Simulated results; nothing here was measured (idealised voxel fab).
process module | voxel wiring stack
cross-section cut | 260 nm wide | cells 5 nm
A cross-section is a grid of square cells, given in bands from the top down. A band is one or more rows of cells.
Each band's line starts with the height of the band's top and of its bottom, in nm. Then come its materials from left to right, each with its width in nm. One material with "throughout" fills the band from edge to edge. "air" is empty space.
Height 0 is the level under which the wafer as received is all one material. The lowest band goes on downwards, as in "0 down".
A width such as "30 to 40" changes by the same amount from each row of cells to the next, from the band's top row to its bottom row.
"no change" after a step means that no cell of the cross-section changed.
closed voids: empty space of 8 cells or more with no open way to the top, each as width x height at its distance from the left edge, in nm
after a step's settings: what the simulator itself notes on the step
overlay nm, on a step with a mask: how far to the right of its planned place the mask lay; to the left if negative
plan
1 op RECEIVE | material Si
2 op CONFORMAL_DEP | material SiO2 | thk nm 10
3 op DIRECTIONAL_DEP | material TiN | thk nm 5
4 op DIRECTIONAL_DEP | material Ru | thk nm 25
5 op DIRECTIONAL_DEP | material aC | thk nm 10
6 op PATTERN | tone cover | mask id METAL_1 | material resist | width nm 20 | pitch nm 50 | thk nm 25 | overlay nm 0
7 op DIRECTIONAL_ETCH | etch materials aC | depth nm 10
8 op STRIP | etch materials resist
9 op DIRECTIONAL_ETCH | etch materials Ru | depth nm 25
10 op DIRECTIONAL_ETCH | etch materials TiN | depth nm 5
11 op STRIP | etch materials aC
12 op CONFORMAL_DEP | material SiN | thk nm 5
13 op FILL_DEP | material lowk | thk nm 10
14 op CMP | height nm 40
15 op CONFORMAL_DEP | material SiCN | thk nm 5
16 op DIRECTIONAL_DEP | material lowk | thk nm 25
17 op MASKED_ETCH | tone open | mask id METAL_2_HOLES | width nm 15 | pitch nm 50 | etch materials lowk | depth nm 25 | overlay nm 0
18 op PATTERN | tone open | mask id METAL_2 | material resist | width nm 20 | pitch nm 50 | thk nm 20 | overlay nm 0
19 op DIRECTIONAL_ETCH | etch materials lowk | depth nm 15
20 op DIRECTIONAL_ETCH | etch materials SiCN | depth nm 5
21 op STRIP | etch materials resist
22 op CONFORMAL_DEP | material TiN | thk nm 5
23 op FILL_DEP | material Ru | thk nm 5
24 op CMP | height nm 70
25 op CONFORMAL_DEP | material SiCN | thk nm 5
26 op DIRECTIONAL_DEP | material lowk | thk nm 35
27 op PATTERN | tone open | mask id METAL_3 | material resist | width nm 20 | pitch nm 50 | thk nm 20 | overlay nm 0
28 op DIRECTIONAL_ETCH | etch materials lowk | depth nm 20
29 op STRIP | etch materials resist
30 op MASKED_ETCH | tone open | mask id METAL_3_HOLES | width nm 15 | pitch nm 50 | etch materials lowk | depth nm 15 | overlay nm 0
31 op MASKED_ETCH | tone open | mask id METAL_3_HOLES | width nm 15 | pitch nm 50 | etch materials SiCN | depth nm 5 | overlay nm 0
32 op CONFORMAL_DEP | material TiN | thk nm 5
33 op FILL_DEP | material Cu | thk nm 5
34 op CMP | height nm 110
35 op CONFORMAL_DEP | material SiCN | thk nm 5
as received, after step 1
  0 down: Si throughout
  closed voids: none
first wafer at the end, as planned
  115 to 110: SiCN throughout
  110 to 95: lowk 45 | TiN 5 | Cu 10 | TiN 5 | lowk 30 | TiN 5 | Cu 10 | TiN 5 | lowk 30 | TiN 5 | Cu 10 | TiN 5 | lowk 30 | TiN 5 | Cu 10 | TiN 5 | lowk 45
  95 to 90: lowk 45 | TiN 5 | Cu 5 | TiN 10 | lowk 30 | TiN 5 | Cu 5 | TiN 10 | lowk 30 | TiN 5 | Cu 5 | TiN 10 | lowk 30 | TiN 5 | Cu 5 | TiN 10 | lowk 45
  90 to 75: lowk 45 | TiN 5 | Cu 5 | TiN 5 | lowk 35 | TiN 5 | Cu 5 | TiN 5 | lowk 35 | TiN 5 | Cu 5 | TiN 5 | lowk 35 | TiN 5 | Cu 5 | TiN 5 | lowk 50
  75 to 70: SiCN 45 | TiN 15 | SiCN 35 | TiN 15 | SiCN 35 | TiN 15 | SiCN 35 | TiN 15 | SiCN 50
  70 to 60: lowk 45 | TiN 5 | Ru 10 | TiN 5 | lowk 30 | TiN 5 | Ru 10 | TiN 5 | lowk 30 | TiN 5 | Ru 10 | TiN 5 | lowk 30 | TiN 5 | Ru 10 | TiN 5 | lowk 45
  60 to 55: lowk 45 | TiN 5 | Ru 5 | TiN 10 | lowk 30 | TiN 5 | Ru 5 | TiN 10 | lowk 30 | TiN 5 | Ru 5 | TiN 10 | lowk 30 | TiN 5 | Ru 5 | TiN 10 | lowk 45
  55 to 45: lowk 45 | TiN 5 | Ru 5 | TiN 5 | lowk 35 | TiN 5 | Ru 5 | TiN 5 | lowk 35 | TiN 5 | Ru 5 | TiN 5 | lowk 35 | TiN 5 | Ru 5 | TiN 5 | lowk 50
  45 to 40: SiCN 45 | TiN 15 | SiCN 35 | TiN 15 | SiCN 35 | TiN 15 | SiCN 35 | TiN 15 | SiCN 50
  40 to 15: lowk 40 | SiN 5 | Ru 20 | SiN 5 | lowk 20 | SiN 5 | Ru 20 | SiN 5 | lowk 20 | SiN 5 | Ru 20 | SiN 5 | lowk 20 | SiN 5 | Ru 20 | SiN 5 | lowk 40
  15 to 10: SiN 45 | TiN 20 | SiN 30 | TiN 20 | SiN 30 | TiN 20 | SiN 30 | TiN 20 | SiN 45
  10 to 0: SiO2 throughout
  0 down: Si throughout
  closed voids: none
second wafer at the end: like start, like plan, one mistake
  115 to 110: SiCN throughout
  110 to 95: lowk 45 | TiN 5 | Cu 10 | TiN 5 | lowk 30 | TiN 5 | Cu 10 | TiN 5 | lowk 30 | TiN 5 | Cu 10 | TiN 5 | lowk 30 | TiN 5 | Cu 10 | TiN 5 | lowk 45
  95 to 90: lowk 45 | TiN 5 | Cu 5 | TiN 10 | lowk 30 | TiN 5 | Cu 5 | TiN 10 | lowk 30 | TiN 5 | Cu 5 | TiN 10 | lowk 30 | TiN 5 | Cu 5 | TiN 10 | lowk 45
  90 to 75: lowk 45 | TiN 5 | Cu 5 | TiN 5 | lowk 35 | TiN 5 | Cu 5 | TiN 5 | lowk 35 | TiN 5 | Cu 5 | TiN 5 | lowk 35 | TiN 5 | Cu 5 | TiN 5 | lowk 50
  75 to 70: SiCN 45 | TiN 15 | SiCN 35 | TiN 15 | SiCN 35 | TiN 15 | SiCN 35 | TiN 15 | SiCN 50
  70 to 60: lowk 45 | TiN 5 | Ru 5 | TiN 5 | lowk 35 | TiN 5 | Ru 5 | TiN 5 | lowk 35 | TiN 5 | Ru 5 | TiN 5 | lowk 35 | TiN 5 | Ru 5 | TiN 5 | lowk 50
  60 to 55: lowk 45 | TiN 15 | lowk 35 | TiN 15 | lowk 35 | TiN 15 | lowk 35 | TiN 15 | lowk 50
  55 to 45: lowk throughout
  45 to 40: SiCN throughout
  40 to 15: lowk 40 | SiN 5 | Ru 20 | SiN 5 | lowk 20 | SiN 5 | Ru 20 | SiN 5 | lowk 20 | SiN 5 | Ru 20 | SiN 5 | lowk 20 | SiN 5 | Ru 20 | SiN 5 | lowk 40
  15 to 10: SiN 45 | TiN 20 | SiN 30 | TiN 20 | SiN 30 | TiN 20 | SiN 30 | TiN 20 | SiN 45
  10 to 0: SiO2 throughout
  0 down: Si throughout
  closed voids: none
what went wrong: step 16 was run twice
at the end the second wafer has, in cells: 20 fewer of Ru | 12 more of SiCN | 28 fewer of TiN | 36 more of lowk
